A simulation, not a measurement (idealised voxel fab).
process module | voxel air gaps
cross-section cut | 280 nm wide | cells 5 nm
A cross-section is a grid of square cells, given in bands from the top down. A band is one or more rows of cells.
Each band's line starts with the height of the band's top and of its bottom, in nm. Then come its materials from left to right, each with its width in nm. One material with "throughout" fills the band from edge to edge. "air" is empty space.
Height 0 is the level under which the wafer as received is all one material. The lowest band goes on downwards, as in "0 down".
A width such as "30 to 40" changes by the same amount from each row of cells to the next, from the band's top row to its bottom row.
"no change" after a step means that no cell of the cross-section changed.
closed voids: empty space of 8 cells or more with no open way to the top, each as width x height at its distance from the left edge, in nm
after a step's settings: what the simulator itself notes on the step
overlay nm, on a step with a mask: how far to the right of its planned place the mask lay; to the left if negative
plan
1 op RECEIVE | material Si
2 op CONFORMAL_DEP | material SiO2 | thk nm 15
3 op CONFORMAL_DEP | material SiCN | thk nm 5
4 op DIRECTIONAL_DEP | material lowk | thk nm 30
5 op DIRECTIONAL_DEP | material aC | thk nm 15
6 op PATTERN | tone open | mask id LINES | material resist | width nm 20 | pitch nm 50 | thk nm 30 | overlay nm 0
7 op DIRECTIONAL_ETCH | etch materials aC | depth nm 15
8 op STRIP | etch materials resist
9 op DIRECTIONAL_ETCH | etch materials lowk | depth nm 30
10 op STRIP | etch materials aC
11 op CONFORMAL_DEP | material TiN | thk nm 5
12 op FILL_DEP | material Cu | thk nm 5
13 op CMP | height nm 50
14 op EPI | material Ru | thk nm 10
15 op SELECTIVE_ETCH | etch materials lowk | depth nm 40
16 op CONFORMAL_DEP | material SiCN | thk nm 5
as received, after step 1
  0 down: Si throughout
  closed voids: none
a wafer at the end: this start, this plan, one mistake
  60 to 50: air 45 | Ru 40 | air 10 | Ru 40 | air 10 | Ru 40 | air 10 | Ru 40 | air 45
  50 to 25: air 55 | TiN 5 | Cu 10 | TiN 5 | air 30 | TiN 5 | Cu 10 | TiN 5 | air 30 | TiN 5 | Cu 10 | TiN 5 | air 30 | TiN 5 | Cu 10 | TiN 5 | air 55
  25 to 20: air 55 | TiN 20 | air 30 | TiN 20 | air 30 | TiN 20 | air 30 | TiN 20 | air 55
  20 to 15: SiCN throughout
  15 to 0: SiO2 throughout
  0 down: Si throughout
  closed voids: none
what went wrong: step 16 was left out
